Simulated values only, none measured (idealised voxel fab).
Presented below is a process module, voxel self aligned contacts.
Section shown: cut. Width: 180 nm. Cell size: 5 nm, square.
Cross-section, as written here: a square-cell grid given band by band from the top down, where a band holds one or more rows of cells.
Basically the band line says how high the top is and how high the bottom is, in nm, and then what's in it from left to right, every material with its width in nm. Empty space shows up as "air", and if a single material carries "all across" it runs the full band edge to edge.
Measure heights from 0. That's the level where, below it, the as-received wafer is all one material. The lowest band is bottomless and extends downward; write it as in "0 -> down".
Top row gets the first number, bottom row gets the second, and each row in between changes by the same step: that is how a band width like "30..40" works.
A step reported as "no alterations made" is a step in which no cell of the cross-section changed.
Closed-off voids of 8+ cells (no open route to the top) go in "Listed closed voids", written width x height at distance from the left edge, in nm.
What comes after the settings on a step's line is commentary from the simulator itself on that step.
"overlay nm" answers the question of how far to the right of plan the mask lay on a step that has a mask, and when it is negative the answer is to the left.

The following list gives the planned process steps:
| 1 | RECEIVE with material Si |
| 2 | CONFORMAL_DEP with material SiO2, thk nm 5 |
| 3 | DIRECTIONAL_DEP with material polySi, thk nm 25 |
| 4 | DIRECTIONAL_DEP with material SiN, thk nm 20 |
| 5 | PATTERN with tone cover, mask id GATE, material resist, width nm 35, pitch nm 70, thk nm 15, overlay nm 0 |
| 6 | DIRECTIONAL_ETCH with etch materials SiN, depth nm 20 |
| 7 | DIRECTIONAL_ETCH with etch materials polySi, depth nm 25 |
| 8 | STRIP with etch materials resist |
| 9 | CONFORMAL_DEP with material SiN, thk nm 5 |
| 10 | DIRECTIONAL_ETCH with etch materials SiN, depth nm 5 |
| 11 | FILL_DEP with material SiO2, thk nm 15 |
| 12 | CMP with height nm 60 |
| 13 | MASKED_ETCH with tone open, mask id CONTACT, width nm 55, etch materials SiO2, depth nm 60, overlay nm 0 |
| 14 | CONFORMAL_DEP with material TiN, thk nm 5 |
| 15 | FILL_DEP with material W, thk nm 5 |
| 16 | CMP with height nm 60 |
| 17 | CONFORMAL_DEP with material SiN, thk nm 5 |

As-received wafer cross-section (after step 1):
	0 -> down: Si all across
	Listed closed voids: none

First of two wafers: cross-section at end of module, run per plan:
	65 -> 60: SiN all across
	60 -> 50: SiO2 60 nm, TiN 5..20 nm, W 45..15 nm, TiN 5..20 nm, SiO2 65 nm
	50 -> 30: SiO2 30 nm, SiN 45 nm, TiN 5 nm, W 15 nm, TiN 5 nm, SiN 45 nm, SiO2 35 nm
	30 -> 5: SiO2 30 nm, SiN 5 nm, polySi 35 nm, SiN 5 nm, TiN 5 nm, W 15 nm, TiN 5 nm, SiN 5 nm, polySi 35 nm, SiN 5 nm, SiO2 35 nm
	5 -> 0: SiO2 75 nm, TiN 25 nm, SiO2 80 nm
	0 -> down: Si all across
	Listed closed voids: none

Second wafer at the end: like start, like plan, one mistake:
	65 -> 60: SiN all across
	60 -> 50: W 55..25 nm, TiN 5..35 nm, SiO2 55 nm, TiN 5..35 nm, W 60..30 nm
	50 -> 30: W 25 nm, TiN 5 nm, SiN 45 nm, SiO2 25 nm, SiN 45 nm, TiN 5 nm, W 30 nm
	30 -> 5: W 25 nm, TiN 5 nm, SiN 5 nm, polySi 35 nm, SiN 5 nm, SiO2 25 nm, SiN 5 nm, polySi 35 nm, SiN 5 nm, TiN 5 nm, W 30 nm
	5 -> 0: TiN 30 nm, SiO2 115 nm, TiN 35 nm
	0 -> down: Si all across
	Listed closed voids: none
Want to know what went wrong? so step 13 ended up running with a different setting than we planned, it ran as MASKED_ETCH with tone cover, mask id CONTACT, width nm 55, etch materials SiO2, depth nm 60, overlay nm 0
It is noted that, at the conclusion of processing, the second wafer exhibits a higher or lower cell count for certain materials relative to the first: SiO2: 108 fewer | TiN: 14 more | W: 94 more
